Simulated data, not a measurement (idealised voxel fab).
process module | voxel released beams
cross-section cut | 160 nm wide | cells 5 nm
A cross-section is a grid of square cells, given in bands from the top down. A band is one or more rows of cells.
Each band's line starts with the height of the band's top and of its bottom, in nm. Then come its materials from left to right, each with its width in nm. One material with "throughout" fills the band from edge to edge. "air" is empty space.
Height 0 is the level under which the wafer as received is all one material. The lowest band goes on downwards, as in "0 down".
A width such as "30 to 40" changes by the same amount from each row of cells to the next, from the band's top row to its bottom row.
"no change" after a step means that no cell of the cross-section changed.
closed voids: empty space of 8 cells or more with no open way to the top, each as width x height at its distance from the left edge, in nm
after a step's settings: what the simulator itself notes on the step
overlay nm, on a step with a mask: how far to the right of its planned place the mask lay; to the left if negative
plan
1 op RECEIVE | material Si
2 op CONFORMAL_DEP | material Al2O3 | thk nm 10
3 op DIRECTIONAL_DEP | material SiO2 | thk nm 20
4 op DIRECTIONAL_DEP | material aC | thk nm 15
5 op PATTERN | tone open | mask id ANCHOR | material resist | width nm 25 | thk nm 30 | overlay nm 0
6 op DIRECTIONAL_ETCH | etch materials aC | depth nm 15
7 op STRIP | etch materials resist
8 op DIRECTIONAL_ETCH | etch materials SiO2 | depth nm 20
9 op STRIP | etch materials aC
10 op CONFORMAL_DEP | material W | thk nm 10
11 op PATTERN | tone cover | mask id BEAM | material resist | width nm 80 | thk nm 20 | overlay nm 0
12 op DIRECTIONAL_ETCH | etch materials W | depth nm 10
13 op STRIP | etch materials resist
14 op STRIP | etch materials SiO2
as received, after step 1
  0 down: Si throughout
  closed voids: none
a wafer at the end: this start, this plan, one mistake
  40 to 30: air 35 | W 80 | air 45
  30 to 0: Al2O3 throughout
  0 down: Si throughout
  closed voids: none
what went wrong: step 3 ran as: op DIRECTIONAL_DEP | material Al2O3 | thk nm 20
